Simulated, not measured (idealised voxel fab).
This is a process module. Its name is voxel self aligned vias.
Pictured: cross-section cut, 285 nm wide, on a grid of 5 nm square cells.
When this document writes out a cross-section, it uses a grid of square cells and lists it as bands, beginning at the top and moving down, with a band standing for one or more rows of cells. Band: top height; bottom height; in nm. Then, left to right: material with width in nm, for each material. "throughout": a single material spanning edge to edge. "blank": empty space. Ref level 0: as-received wafer is one material below here. Bottom band extends down with no lower bound ("0 and below"). Width: "30 to 40" (first number = top row, second number = bottom row, same change from row to row of cells). "everything unchanged" means the step left every cell of the cross-section as it was. The entry "Sealed void list" lists the empty spaces that cover at least 8 cells and have no open path to the top. Each is written as width x height at distance, where the distance is measured from the left edge and all three values are in nm. Formally, on a step line, whatever follows the settings is a remark that the simulator itself makes on the step. The optional step-line setting "overlay nm" applies to steps with a mask and quantifies how far to the right of its planned location the mask lay, a negative value indicating leftward placement.

The planned process steps are enumerated hereunder
- 1: RECEIVE, material Si
- 2: CONFORMAL_DEP, material SiO2, thk nm 15
- 3: CONFORMAL_DEP, material SiCN, thk nm 5
- 4: DIRECTIONAL_DEP, material SiO2, thk nm 25
- 5: DIRECTIONAL_DEP, material aC, thk nm 10
- 6: PATTERN, tone open, mask id LINES, material resist, width nm 25, pitch nm 65, thk nm 25, overlay nm 0
- 7: DIRECTIONAL_ETCH, etch materials aC, depth nm 10
- 8: STRIP, etch materials resist
- 9: DIRECTIONAL_ETCH, etch materials SiO2, depth nm 25
- 10: STRIP, etch materials aC
- 11: CONFORMAL_DEP, material TiN, thk nm 5
- 12: FILL_DEP, material Ru, thk nm 5
- 13: CMP, height nm 45
- 14: SELECTIVE_ETCH, etch materials W Ru TiN, depth nm 10
- 15: FILL_DEP, material SiN, thk nm 10
- 16: CMP, height nm 45
- 17: DIRECTIONAL_DEP, material SiO2, thk nm 20
- 18: PATTERN, tone open, mask id VIAS, material resist, width nm 45, pitch nm 130, thk nm 15, overlay nm 0
- 19: DIRECTIONAL_ETCH, etch materials SiO2, depth nm 20
- 20: DIRECTIONAL_ETCH, etch materials SiN, depth nm 10
- 21: STRIP, etch materials resist
- 22: CONFORMAL_DEP, material TiN, thk nm 5
- 23: FILL_DEP, material Cu, thk nm 10
- 24: CMP, height nm 65
- 25: CONFORMAL_DEP, material SiCN, thk nm 5

Below: the first of two wafers, run as planned

The cross-section here shows the wafer as received, i.e. in its state after step 1
    0 and below = Si throughout
    Sealed void list: none

You're looking at a cross-section of the wafer after step 2
    15 down to 0 = SiO2 throughout
    below 0: unchanged

You're looking at a cross-section of the wafer after step 3
    20 down to 15 = SiCN throughout
    below 15: unchanged

You're looking at a cross-section of the wafer after step 4
    45 down to 20 = SiO2 throughout
    below 20: unchanged

You're looking at a cross-section of the wafer after step 5
    55 down to 45 = aC throughout
    below 45: unchanged

You're looking at a cross-section of the wafer after step 6
    80 down to 55 = resist=65  blank=25  resist=40  blank=25  resist=40  blank=25  resist=65
    below 55: unchanged

You're looking at a cross-section of the wafer after step 7
    70 down to 55 = resist=65  blank=25  resist=40  blank=25  resist=40  blank=25  resist=65
    55 down to 45 = aC=65  blank=25  aC=40  blank=25  aC=40  blank=25  aC=65
    below 45: unchanged

You're looking at a cross-section of the wafer after step 8
    55 down to 45 = aC=65  blank=25  aC=40  blank=25  aC=40  blank=25  aC=65
    below 45: unchanged

You're looking at a cross-section of the wafer after step 9
    55 down to 45 = aC=65  blank=25  aC=40  blank=25  aC=40  blank=25  aC=65
    45 down to 20 = SiO2=65  blank=25  SiO2=40  blank=25  SiO2=40  blank=25  SiO2=65
    below 20: unchanged

You're looking at a cross-section of the wafer after step 10
    45 down to 20 = SiO2=65  blank=25  SiO2=40  blank=25  SiO2=40  blank=25  SiO2=65
    below 20: unchanged

You're looking at a cross-section of the wafer after step 11
    50 down to 45 = TiN=70  blank=15  TiN=50  blank=15  TiN=50  blank=15  TiN=70
    45 down to 25 = SiO2=65  TiN=5  blank=15  TiN=5  SiO2=40  TiN=5  blank=15  TiN=5  SiO2=40  TiN=5  blank=15  TiN=5  SiO2=65
    25 down to 20 = SiO2=65  TiN=25  SiO2=40  TiN=25  SiO2=40  TiN=25  SiO2=65
    below 20: unchanged

You're looking at a cross-section of the wafer after step 12
    55 down to 50 = Ru throughout
    50 down to 45 = TiN=70  Ru=15  TiN=50  Ru=15  TiN=50  Ru=15  TiN=70
    45 down to 25 = SiO2=65  TiN=5  Ru=15  TiN=5  SiO2=40  TiN=5  Ru=15  TiN=5  SiO2=40  TiN=5  Ru=15  TiN=5  SiO2=65
    below 25: unchanged

You're looking at a cross-section of the wafer after step 13
    45 down to 25 = SiO2=65  TiN=5  Ru=15  TiN=5  SiO2=40  TiN=5  Ru=15  TiN=5  SiO2=40  TiN=5  Ru=15  TiN=5  SiO2=65
    below 25: unchanged

You're looking at a cross-section of the wafer after step 14
    45 down to 35 = SiO2=65  blank=25  SiO2=40  blank=25  SiO2=40  blank=25  SiO2=65
    below 35: unchanged

You're looking at a cross-section of the wafer after step 15
    55 down to 45 = SiN throughout
    45 down to 35 = SiO2=65  SiN=25  SiO2=40  SiN=25  SiO2=40  SiN=25  SiO2=65
    below 35: unchanged

You're looking at a cross-section of the wafer after step 16
    45 down to 35 = SiO2=65  SiN=25  SiO2=40  SiN=25  SiO2=40  SiN=25  SiO2=65
    below 35: unchanged

You're looking at a cross-section of the wafer after step 17
    65 down to 45 = SiO2 throughout
    below 45: unchanged

You're looking at a cross-section of the wafer after step 18
    80 down to 65 = resist=55  blank=45  resist=85  blank=45  resist=55
    below 65: unchanged

You're looking at a cross-section of the wafer after step 19
    80 down to 65 = resist=55  blank=45  resist=85  blank=45  resist=55
    65 down to 45 = SiO2=55  blank=45  SiO2=85  blank=45  SiO2=55
    below 45: unchanged

You're looking at a cross-section of the wafer after step 20
    80 down to 65 = resist=55  blank=45  resist=85  blank=45  resist=55
    65 down to 45 = SiO2=55  blank=45  SiO2=85  blank=45  SiO2=55
    45 down to 35 = SiO2=65  blank=25  SiO2=40  SiN=25  SiO2=40  blank=25  SiO2=65
    below 35: unchanged

You're looking at a cross-section of the wafer after step 21
    65 down to 45 = SiO2=55  blank=45  SiO2=85  blank=45  SiO2=55
    below 45: unchanged

You're looking at a cross-section of the wafer after step 22
    70 down to 65 = TiN=60  blank=35  TiN=95  blank=35  TiN=60
    65 down to 50 = SiO2=55  TiN=5  blank=35  TiN=5  SiO2=85  TiN=5  blank=35  TiN=5  SiO2=55
    50 down to 45 = SiO2=55  TiN=15  blank=15  TiN=15  SiO2=85  TiN=15  blank=15  TiN=15  SiO2=55
    45 down to 40 = SiO2=65  TiN=5  blank=15  TiN=5  SiO2=40  SiN=25  SiO2=40  TiN=5  blank=15  TiN=5  SiO2=65
    40 down to 35 = SiO2=65  TiN=25  SiO2=40  SiN=25  SiO2=40  TiN=25  SiO2=65
    below 35: unchanged

You're looking at a cross-section of the wafer after step 23
    80 down to 70 = Cu throughout
    70 down to 65 = TiN=60  Cu=35  TiN=95  Cu=35  TiN=60
    65 down to 50 = SiO2=55  TiN=5  Cu=35  TiN=5  SiO2=85  TiN=5  Cu=35  TiN=5  SiO2=55
    50 down to 45 = SiO2=55  TiN=15  Cu=15  TiN=15  SiO2=85  TiN=15  Cu=15  TiN=15  SiO2=55
    45 down to 40 = SiO2=65  TiN=5  Cu=15  TiN=5  SiO2=40  SiN=25  SiO2=40  TiN=5  Cu=15  TiN=5  SiO2=65
    below 40: unchanged

You're looking at a cross-section of the wafer after step 24
    65 down to 50 = SiO2=55  TiN=5  Cu=35  TiN=5  SiO2=85  TiN=5  Cu=35  TiN=5  SiO2=55
    below 50: unchanged

You're looking at a cross-section of the wafer after step 25
    70 down to 65 = SiCN throughout
    below 65: unchanged

For the second wafer, take the first wafer's start and plan, then add one mistake made in running it; everything through step 3, that step included, is shared with the first

The second wafer in cross-section, at the planned close of step 4
    45 down to 20 = Cu throughout
    below 20: unchanged

The second wafer in cross-section, at the planned close of step 5
    55 down to 45 = aC throughout
    below 45: unchanged

The second wafer in cross-section, at the planned close of step 6
    80 down to 55 = resist=65  blank=25  resist=40  blank=25  resist=40  blank=25  resist=65
    below 55: unchanged

The second wafer in cross-section, at the planned close of step 7
    70 down to 55 = resist=65  blank=25  resist=40  blank=25  resist=40  blank=25  resist=65
    55 down to 45 = aC=65  blank=25  aC=40  blank=25  aC=40  blank=25  aC=65
    below 45: unchanged

The second wafer in cross-section, at the planned close of step 8
    55 down to 45 = aC=65  blank=25  aC=40  blank=25  aC=40  blank=25  aC=65
    below 45: unchanged

The second wafer in cross-section, at the planned close of step 9: everything unchanged

The second wafer in cross-section, at the planned close of step 10
    45 down to 20 = Cu throughout
    below 20: unchanged

The second wafer in cross-section, at the planned close of step 11
    50 down to 45 = TiN throughout
    below 45: unchanged

The second wafer in cross-section, at the planned close of step 12
    55 down to 50 = Ru throughout
    below 50: unchanged

The second wafer in cross-section, at the planned close of step 13
    45 down to 20 = Cu throughout
    below 20: unchanged

The second wafer in cross-section, at the planned close of step 14: everything unchanged

The second wafer in cross-section, at the planned close of step 15
    55 down to 45 = SiN throughout
    below 45: unchanged

The second wafer in cross-section, at the planned close of step 16
    45 down to 20 = Cu throughout
    below 20: unchanged

The second wafer in cross-section, at the planned close of step 17
    65 down to 45 = SiO2 throughout
    below 45: unchanged

The second wafer in cross-section, at the planned close of step 18
    80 down to 65 = resist=55  blank=45  resist=85  blank=45  resist=55
    below 65: unchanged

The second wafer in cross-section, at the planned close of step 19
    80 down to 65 = resist=55  blank=45  resist=85  blank=45  resist=55
    65 down to 45 = SiO2=55  blank=45  SiO2=85  blank=45  SiO2=55
    below 45: unchanged

The second wafer in cross-section, at the planned close of step 20: everything unchanged

The second wafer in cross-section, at the planned close of step 21
    65 down to 45 = SiO2=55  blank=45  SiO2=85  blank=45  SiO2=55
    below 45: unchanged

The second wafer in cross-section, at the planned close of step 22
    70 down to 65 = TiN=60  blank=35  TiN=95  blank=35  TiN=60
    65 down to 50 = SiO2=55  TiN=5  blank=35  TiN=5  SiO2=85  TiN=5  blank=35  TiN=5  SiO2=55
    50 down to 45 = SiO2=55  TiN=45  SiO2=85  TiN=45  SiO2=55
    below 45: unchanged

The second wafer in cross-section, at the planned close of step 23
    80 down to 70 = Cu throughout
    70 down to 65 = TiN=60  Cu=35  TiN=95  Cu=35  TiN=60
    65 down to 50 = SiO2=55  TiN=5  Cu=35  TiN=5  SiO2=85  TiN=5  Cu=35  TiN=5  SiO2=55
    below 50: unchanged

The second wafer in cross-section, at the planned close of step 24
    65 down to 50 = SiO2=55  TiN=5  Cu=35  TiN=5  SiO2=85  TiN=5  Cu=35  TiN=5  SiO2=55
    below 50: unchanged

The second wafer in cross-section, at the planned close of step 25
    70 down to 65 = SiCN throughout
    below 65: unchanged
Nonconformance to the process plan: step 4 was processed under conditions differing from the plan, specifically as DIRECTIONAL_DEP, material Cu, thk nm 25
Counted in cells at the end, the second wafer holds more or fewer of these materials than the first: 273 more of Cu | 18 fewer of Ru | 10 fewer of SiN | 210 fewer of SiO2 | 35 fewer of TiN
